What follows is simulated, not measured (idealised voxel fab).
The process module presented herein is designated voxel gate over fins.
For reference, the cross-section in this document is cut, with width 215 nm and square cells of 5 nm.
Reading order for cross-sections: top band down to bottom band. Underlying form: a grid of square cells. Band size: one or more rows of cells.
This entry defines a band. It first specifies the height of the band's top and the height of its bottom in nm, and then specifies the band's materials from left to right, stating each material with its width in nm. The word "edge to edge" identifies a single material that fills the band from edge to edge, while the word "empty" identifies empty space.
Counting heights begins at 0, where everything beneath is, in the wafer as received, one material. The lowest band has no bottom; it goes on downwards, as "0..down" shows.
A width given as "30..40" starts at the first number in the band's top row and ends at the second number in its bottom row, shifting by an equal amount at every step from row to row.
Take "no change" at face value: in the step it is given for, the cross-section changed in none of its cells.
Closed empty spaces (no open way to the top) of 8 cells or more are what "Closed cavities" lists, each as width x height at distance from the left edge, nm for all three.
If you see something after the settings on a step's line, that's the simulator's own remark about that step.
If you see "overlay nm" on a step's line and that step has a mask, it's telling you how far right of where it was planned the mask ended up; a negative number means it went left instead.

## Planned step list for the process
- 1: RECEIVE | material Si
- 2: CONFORMAL_DEP | material SiN | thk nm 5
- 3: MASKED_ETCH | tone cover | mask id FINS | width nm 15 | pitch nm 60 | etch materials SiN | depth nm 5 | overlay nm 0
- 4: MASKED_ETCH | tone cover | mask id FINS | width nm 15 | pitch nm 60 | etch materials Si | depth nm 30 | overlay nm 0
- 5: FILL_DEP | material SiO2 | thk nm 5
- 6: CMP | height nm 5
- 7: MASKED_ETCH | tone open | mask id RAIL | width nm 15 | etch materials SiO2 | depth nm 30 | overlay nm 0
- 8: CONFORMAL_DEP | material TiN | thk nm 5
- 9: FILL_DEP | material W | thk nm 5
- 10: CMP | height nm 5
- 11: SELECTIVE_ETCH | etch materials W Ru TiN | depth nm 25
- 12: FILL_DEP | material SiO2 | thk nm 5
- 13: CMP | height nm 5
- 14: SELECTIVE_ETCH | etch materials SiO2 | depth nm 15
- 15: STRIP | etch materials SiN
- 16: CONFORMAL_DEP | material HfO2 | thk nm 5
- 17: CONFORMAL_DEP | material TiN | thk nm 5
- 18: CONFORMAL_DEP | material TiAl | thk nm 5
- 19: CONFORMAL_DEP | material TiN | thk nm 5
- 20: FILL_DEP | material W | thk nm 10
- 21: CMP | height nm 25
- 22: CONFORMAL_DEP | material SiN | thk nm 5

## What follows covers the first of two wafers; it ran as planned

## Step 1 complete: cross-section of the wafer as received
    0..down = Si edge to edge
    Closed cavities: none

## The wafer in cross-section once step 2 is complete
    5..0 = SiN edge to edge
    Under the height 0 nothing was changed.

## The wafer in cross-section once step 3 is complete
    5..0 = 70 of empty, then 15 of SiN, then 45 of empty, then 15 of SiN, then 70 of empty
    Under the height 0 nothing was changed.

## The wafer in cross-section once step 4 is complete
    5..0 = 70 of empty, then 15 of SiN, then 45 of empty, then 15 of SiN, then 70 of empty
    0..-30 = 70 of empty, then 15 of Si, then 45 of empty, then 15 of Si, then 70 of empty
    Under the height -30 nothing was changed.

## The wafer in cross-section once step 5 is complete
    10..5 = SiO2 edge to edge
    5..0 = 70 of SiO2, then 15 of SiN, then 45 of SiO2, then 15 of SiN, then 70 of SiO2
    0..-30 = 70 of SiO2, then 15 of Si, then 45 of SiO2, then 15 of Si, then 70 of SiO2
    Under the height -30 nothing was changed.

## The wafer in cross-section once step 6 is complete
    5..0 = 70 of SiO2, then 15 of SiN, then 45 of SiO2, then 15 of SiN, then 70 of SiO2
    Under the height 0 nothing was changed.

## The wafer in cross-section once step 7 is complete
    5..0 = 70 of SiO2, then 15 of SiN, then 15 of SiO2, then 15 of empty, then 15 of SiO2, then 15 of SiN, then 70 of SiO2
    0..-25 = 70 of SiO2, then 15 of Si, then 15 of SiO2, then 15 of empty, then 15 of SiO2, then 15 of Si, then 70 of SiO2
    Under the height -25 nothing was changed.

## The wafer in cross-section once step 8 is complete
    10..5 = 105 of TiN, then 5 of empty, then 105 of TiN
    5..0 = 70 of SiO2, then 15 of SiN, then 15 of SiO2, then 5 of TiN, then 5 of empty, then 5 of TiN, then 15 of SiO2, then 15 of SiN, then 70 of SiO2
    0..-20 = 70 of SiO2, then 15 of Si, then 15 of SiO2, then 5 of TiN, then 5 of empty, then 5 of TiN, then 15 of SiO2, then 15 of Si, then 70 of SiO2
    -20..-25 = 70 of SiO2, then 15 of Si, then 15 of SiO2, then 15 of TiN, then 15 of SiO2, then 15 of Si, then 70 of SiO2
    Under the height -25 nothing was changed.

## The wafer in cross-section once step 9 is complete
    15..10 = W edge to edge
    10..5 = 105 of TiN, then 5 of W, then 105 of TiN
    5..0 = 70 of SiO2, then 15 of SiN, then 15 of SiO2, then 5 of TiN, then 5 of W, then 5 of TiN, then 15 of SiO2, then 15 of SiN, then 70 of SiO2
    0..-20 = 70 of SiO2, then 15 of Si, then 15 of SiO2, then 5 of TiN, then 5 of W, then 5 of TiN, then 15 of SiO2, then 15 of Si, then 70 of SiO2
    Under the height -20 nothing was changed.

## The wafer in cross-section once step 10 is complete
    5..0 = 70 of SiO2, then 15 of SiN, then 15 of SiO2, then 5 of TiN, then 5 of W, then 5 of TiN, then 15 of SiO2, then 15 of SiN, then 70 of SiO2
    Under the height 0 nothing was changed.

## The wafer in cross-section once step 11 is complete
    5..0 = 70 of SiO2, then 15 of SiN, then 15 of SiO2, then 15 of empty, then 15 of SiO2, then 15 of SiN, then 70 of SiO2
    0..-20 = 70 of SiO2, then 15 of Si, then 15 of SiO2, then 15 of empty, then 15 of SiO2, then 15 of Si, then 70 of SiO2
    Under the height -20 nothing was changed.

## The wafer in cross-section once step 12 is complete
    10..5 = SiO2 edge to edge
    5..0 = 70 of SiO2, then 15 of SiN, then 45 of SiO2, then 15 of SiN, then 70 of SiO2
    0..-20 = 70 of SiO2, then 15 of Si, then 45 of SiO2, then 15 of Si, then 70 of SiO2
    Under the height -20 nothing was changed.

## The wafer in cross-section once step 13 is complete
    5..0 = 70 of SiO2, then 15 of SiN, then 45 of SiO2, then 15 of SiN, then 70 of SiO2
    Under the height 0 nothing was changed.

## The wafer in cross-section once step 14 is complete
    5..0 = 70 of empty, then 15 of SiN, then 45 of empty, then 15 of SiN, then 70 of empty
    0..-10 = 70 of empty, then 15 of Si, then 45 of empty, then 15 of Si, then 70 of empty
    Under the height -10 nothing was changed.

## The wafer in cross-section once step 15 is complete
    0..-10 = 70 of empty, then 15 of Si, then 45 of empty, then 15 of Si, then 70 of empty
    Under the height -10 nothing was changed.

## The wafer in cross-section once step 16 is complete
    5..0 = 65 of empty, then 25 of HfO2, then 35 of empty, then 25 of HfO2, then 65 of empty
    0..-5 = 65 of empty, then 5 of HfO2, then 15 of Si, then 5 of HfO2, then 35 of empty, then 5 of HfO2, then 15 of Si, then 5 of HfO2, then 65 of empty
    -5..-10 = 70 of HfO2, then 15 of Si, then 45 of HfO2, then 15 of Si, then 70 of HfO2
    Under the height -10 nothing was changed.

## The wafer in cross-section once step 17 is complete
    10..5 = 60 of empty, then 35 of TiN, then 25 of empty, then 35 of TiN, then 60 of empty
    5..0 = 60 of empty, then 5 of TiN, then 25 of HfO2, then 5 of TiN, then 25 of empty, then 5 of TiN, then 25 of HfO2, then 5 of TiN, then 60 of empty
    0..-5 = 65 of TiN, then 5 of HfO2, then 15 of Si, then 5 of HfO2, then 35 of TiN, then 5 of HfO2, then 15 of Si, then 5 of HfO2, then 65 of TiN
    Under the height -5 nothing was changed.

## The wafer in cross-section once step 18 is complete
    15..10 = 55 of empty, then 45 of TiAl, then 15 of empty, then 45 of TiAl, then 55 of empty
    10..5 = 55 of empty, then 5 of TiAl, then 35 of TiN, then 5 of TiAl, then 15 of empty, then 5 of TiAl, then 35 of TiN, then 5 of TiAl, then 55 of empty
    5..0 = 60 of TiAl, then 5 of TiN, then 25 of HfO2, then 5 of TiN, then 25 of TiAl, then 5 of TiN, then 25 of HfO2, then 5 of TiN, then 60 of TiAl
    Under the height 0 nothing was changed.

## The wafer in cross-section once step 19 is complete
    20..15 = 50 of empty, then 55 of TiN, then 5 of empty, then 55 of TiN, then 50 of empty
    15..10 = 50 of empty, then 5 of TiN, then 45 of TiAl, then 5 of TiN, then 5 of empty, then 5 of TiN, then 45 of TiAl, then 5 of TiN, then 50 of empty
    10..5 = 55 of TiN, then 5 of TiAl, then 35 of TiN, then 5 of TiAl, then 15 of TiN, then 5 of TiAl, then 35 of TiN, then 5 of TiAl, then 55 of TiN
    Under the height 5 nothing was changed.

## The wafer in cross-section once step 20 is complete
    30..20 = W edge to edge
    20..15 = 50 of W, then 55 of TiN, then 5 of W, then 55 of TiN, then 50 of W
    15..10 = 50 of W, then 5 of TiN, then 45 of TiAl, then 5 of TiN, then 5 of W, then 5 of TiN, then 45 of TiAl, then 5 of TiN, then 50 of W
    Under the height 10 nothing was changed.

## The wafer in cross-section once step 21 is complete
    25..20 = W edge to edge
    Under the height 20 nothing was changed.

## The wafer in cross-section once step 22 is complete
    30..25 = SiN edge to edge
    Under the height 25 nothing was changed.

## Second Wafer (Identical Start and Plan, One Processing Error; Matches First Wafer Through Step 13)

## Second wafer profile in section, at the moment step 14 of the plan was meant to be complete
    5..0 = 70 of empty, then 15 of SiN, then 45 of empty, then 15 of SiN, then 70 of empty
    0..-20 = 70 of empty, then 15 of Si, then 45 of empty, then 15 of Si, then 70 of empty
    -20..-25 = 70 of empty, then 15 of Si, then 15 of empty, then 15 of TiN, then 15 of empty, then 15 of Si, then 70 of empty
    Under the height -25 nothing was changed.

## Second wafer profile in section, at the moment step 15 of the plan was meant to be complete
    0..-20 = 70 of empty, then 15 of Si, then 45 of empty, then 15 of Si, then 70 of empty
    Under the height -20 nothing was changed.

## Second wafer profile in section, at the moment step 16 of the plan was meant to be complete
    5..0 = 65 of empty, then 25 of HfO2, then 35 of empty, then 25 of HfO2, then 65 of empty
    0..-15 = 65 of empty, then 5 of HfO2, then 15 of Si, then 5 of HfO2, then 35 of empty, then 5 of HfO2, then 15 of Si, then 5 of HfO2, then 65 of empty
    -15..-20 = 65 of empty, then 5 of HfO2, then 15 of Si, then 5 of HfO2, then 5 of empty, then 25 of HfO2, then 5 of empty, then 5 of HfO2, then 15 of Si, then 5 of HfO2, then 65 of empty
    -20..-25 = 70 of HfO2, then 15 of Si, then 15 of HfO2, then 15 of TiN, then 15 of HfO2, then 15 of Si, then 70 of HfO2
    Under the height -25 nothing was changed.

## Second wafer profile in section, at the moment step 17 of the plan was meant to be complete
    10..5 = 60 of empty, then 35 of TiN, then 25 of empty, then 35 of TiN, then 60 of empty
    5..0 = 60 of empty, then 5 of TiN, then 25 of HfO2, then 5 of TiN, then 25 of empty, then 5 of TiN, then 25 of HfO2, then 5 of TiN, then 60 of empty
    0..-10 = 60 of empty, then 5 of TiN, then 5 of HfO2, then 15 of Si, then 5 of HfO2, then 5 of TiN, then 25 of empty, then 5 of TiN, then 5 of HfO2, then 15 of Si, then 5 of HfO2, then 5 of TiN, then 60 of empty
    -10..-15 = 60 of empty, then 5 of TiN, then 5 of HfO2, then 15 of Si, then 5 of HfO2, then 35 of TiN, then 5 of HfO2, then 15 of Si, then 5 of HfO2, then 5 of TiN, then 60 of empty
    -15..-20 = 65 of TiN, then 5 of HfO2, then 15 of Si, then 5 of HfO2, then 5 of TiN, then 25 of HfO2, then 5 of TiN, then 5 of HfO2, then 15 of Si, then 5 of HfO2, then 65 of TiN
    Under the height -20 nothing was changed.

## Second wafer profile in section, at the moment step 18 of the plan was meant to be complete
    15..10 = 55 of empty, then 45 of TiAl, then 15 of empty, then 45 of TiAl, then 55 of empty
    10..5 = 55 of empty, then 5 of TiAl, then 35 of TiN, then 5 of TiAl, then 15 of empty, then 5 of TiAl, then 35 of TiN, then 5 of TiAl, then 55 of empty
    5..0 = 55 of empty, then 5 of TiAl, then 5 of TiN, then 25 of HfO2, then 5 of TiN, then 5 of TiAl, then 15 of empty, then 5 of TiAl, then 5 of TiN, then 25 of HfO2, then 5 of TiN, then 5 of TiAl, then 55 of empty
    0..-5 = 55 of empty, then 5 of TiAl, then 5 of TiN, then 5 of HfO2, then 15 of Si, then 5 of HfO2, then 5 of TiN, then 5 of TiAl, then 15 of empty, then 5 of TiAl, then 5 of TiN, then 5 of HfO2, then 15 of Si, then 5 of HfO2, then 5 of TiN, then 5 of TiAl, then 55 of empty
    -5..-10 = 55 of empty, then 5 of TiAl, then 5 of TiN, then 5 of HfO2, then 15 of Si, then 5 of HfO2, then 5 of TiN, then 25 of TiAl, then 5 of TiN, then 5 of HfO2, then 15 of Si, then 5 of HfO2, then 5 of TiN, then 5 of TiAl, then 55 of empty
    -10..-15 = 60 of TiAl, then 5 of TiN, then 5 of HfO2, then 15 of Si, then 5 of HfO2, then 35 of TiN, then 5 of HfO2, then 15 of Si, then 5 of HfO2, then 5 of TiN, then 60 of TiAl
    Under the height -15 nothing was changed.

## Second wafer profile in section, at the moment step 19 of the plan was meant to be complete
    20..15 = 50 of empty, then 55 of TiN, then 5 of empty, then 55 of TiN, then 50 of empty
    15..10 = 50 of empty, then 5 of TiN, then 45 of TiAl, then 5 of TiN, then 5 of empty, then 5 of TiN, then 45 of TiAl, then 5 of TiN, then 50 of empty
    10..5 = 50 of empty, then 5 of TiN, then 5 of TiAl, then 35 of TiN, then 5 of TiAl, then 5 of TiN, then 5 of empty, then 5 of TiN, then 5 of TiAl, then 35 of TiN, then 5 of TiAl, then 5 of TiN, then 50 of empty
    5..0 = 50 of empty, then 5 of TiN, then 5 of TiAl, then 5 of TiN, then 25 of HfO2, then 5 of TiN, then 5 of TiAl, then 5 of TiN, then 5 of empty, then 5 of TiN, then 5 of TiAl, then 5 of TiN, then 25 of HfO2, then 5 of TiN, then 5 of TiAl, then 5 of TiN, then 50 of empty
    0..-5 = 50 of empty, then 5 of TiN, then 5 of TiAl, then 5 of TiN, then 5 of HfO2, then 15 of Si, then 5 of HfO2, then 5 of TiN, then 5 of TiAl, then 15 of TiN, then 5 of TiAl, then 5 of TiN, then 5 of HfO2, then 15 of Si, then 5 of HfO2, then 5 of TiN, then 5 of TiAl, then 5 of TiN, then 50 of empty
    -5..-10 = 55 of TiN, then 5 of TiAl, then 5 of TiN, then 5 of HfO2, then 15 of Si, then 5 of HfO2, then 5 of TiN, then 25 of TiAl, then 5 of TiN, then 5 of HfO2, then 15 of Si, then 5 of HfO2, then 5 of TiN, then 5 of TiAl, then 55 of TiN
    Under the height -10 nothing was changed.

## Second wafer profile in section, at the moment step 20 of the plan was meant to be complete
    30..20 = W edge to edge
    20..15 = 50 of W, then 55 of TiN, then 5 of W, then 55 of TiN, then 50 of W
    15..10 = 50 of W, then 5 of TiN, then 45 of TiAl, then 5 of TiN, then 5 of W, then 5 of TiN, then 45 of TiAl, then 5 of TiN, then 50 of W
    10..5 = 50 of W, then 5 of TiN, then 5 of TiAl, then 35 of TiN, then 5 of TiAl, then 5 of TiN, then 5 of W, then 5 of TiN, then 5 of TiAl, then 35 of TiN, then 5 of TiAl, then 5 of TiN, then 50 of W
    5..0 = 50 of W, then 5 of TiN, then 5 of TiAl, then 5 of TiN, then 25 of HfO2, then 5 of TiN, then 5 of TiAl, then 5 of TiN, then 5 of W, then 5 of TiN, then 5 of TiAl, then 5 of TiN, then 25 of HfO2, then 5 of TiN, then 5 of TiAl, then 5 of TiN, then 50 of W
    0..-5 = 50 of W, then 5 of TiN, then 5 of TiAl, then 5 of TiN, then 5 of HfO2, then 15 of Si, then 5 of HfO2, then 5 of TiN, then 5 of TiAl, then 15 of TiN, then 5 of TiAl, then 5 of TiN, then 5 of HfO2, then 15 of Si, then 5 of HfO2, then 5 of TiN, then 5 of TiAl, then 5 of TiN, then 50 of W
    Under the height -5 nothing was changed.

## Second wafer profile in section, at the moment step 21 of the plan was meant to be complete
    25..20 = W edge to edge
    Under the height 20 nothing was changed.

## Second wafer profile in section, at the moment step 22 of the plan was meant to be complete
    30..25 = SiN edge to edge
    Under the height 25 nothing was changed.
what went wrong: in the plan, step 14 was performed twice
Cell-count delta at end, second wafer over first, by material: HfO2: 14 more | SiO2: 108 fewer | TiAl: 10 more | TiN: 22 more | W: 62 more
